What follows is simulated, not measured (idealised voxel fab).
This is a process module. Its name is voxel double patterning.
In the cross-section labelled cut, the width is 240 nm and each square cell is 5 nm.
A cross-section is a grid of square cells, given in bands from the top down. A band is one or more rows of cells.
Top, bottom (nm), then materials left to right with widths (nm); lone material tagged "full width" fills the whole band edge to edge; "empty" = empty space.
Height reference: 0 = level under which incoming wafer is all one material. Lowest band: no bottom, runs on downward, e.g. "z 0 and below".
The expression "30->40" gives the width at the extremes of the band, the first number at its top row of cells and the second at its bottom row, with the width changing by equal amounts from each row to the next in between.
Any step labelled "no modification" changed none of the cells in the cross-section.
"Enclosed void listing" enumerates empty spaces isolated from the top, with no open way to it, that contain at least 8 cells, giving each as width x height at distance from the left edge, all three in nm.
Heads up: the bit after the settings on a step's line is the simulator's remark on that step.
overlay nm: mask offset rightward from planned place, masked step; negative means leftward offset.
[Process steps foreseen in the plan]
1: RECEIVE | material Si
2: CONFORMAL_DEP | material SiO2 | thk nm 10
3: DIRECTIONAL_DEP | material polySi | thk nm 15
4: DIRECTIONAL_DEP | material SiN | thk nm 10
5: MASKED_ETCH | tone open | mask id FIRST | width nm 15 | pitch nm 50 | etch materials SiN | depth nm 10 | overlay nm 0
6: MASKED_ETCH | tone open | mask id SECOND | width nm 15 | pitch nm 50 | etch materials SiN | depth nm 10 | overlay nm 0
7: DIRECTIONAL_ETCH | etch materials polySi | depth nm 5
8: STRIP | etch materials SiN
Keep in mind the plan's value for the depth nm of step 7 comes from the first wafer; the wafers don't share that setting, but they do share the same starting point.
[Cross-sectional view of the first of several wafers in the as-received condition, corresponding to the state following step 1]
	z 0 and below  Si full width
	Enclosed void listing: none
[The figure below presents a cross-section of the first of several wafers at the conclusion of the module, following its last step, step 8]
	z 25 to 20  polySi: 60, then empty: 15, then polySi: 10, then empty: 15, then polySi: 10, then empty: 15, then polySi: 10, then empty: 15, then polySi: 10, then empty: 15, then polySi: 65
	z 20 to 10  polySi full width
	z 10 to 0  SiO2 full width
	z 0 and below  Si full width
	Enclosed void listing: none
[Cross-section at module completion, last wafer]
	z 25 to 10  polySi: 60, then empty: 15, then polySi: 10, then empty: 15, then polySi: 10, then empty: 15, then polySi: 10, then empty: 15, then polySi: 10, then empty: 15, then polySi: 65
	z 10 to 0  SiO2 full width
	z 0 and below  Si full width
	Enclosed void listing: none
[Each row below is a wafer at the end of the module, listing for every material the number of cells it has gained (+) or lost (-) since it was received, followed by its closed voids]
depth nm 5; +96 SiO2; +129 polySi; Enclosed void listing: none
depth nm 10; +96 SiO2; +114 polySi; Enclosed void listing: none
depth nm 15; +96 SiO2; +99 polySi; Enclosed void listing: none
depth nm 20; +96 SiO2; +99 polySi; Enclosed void listing: none
depth nm 25; +96 SiO2; +99 polySi; Enclosed void listing: none
depth nm 30; +96 SiO2; +99 polySi; Enclosed void listing: none
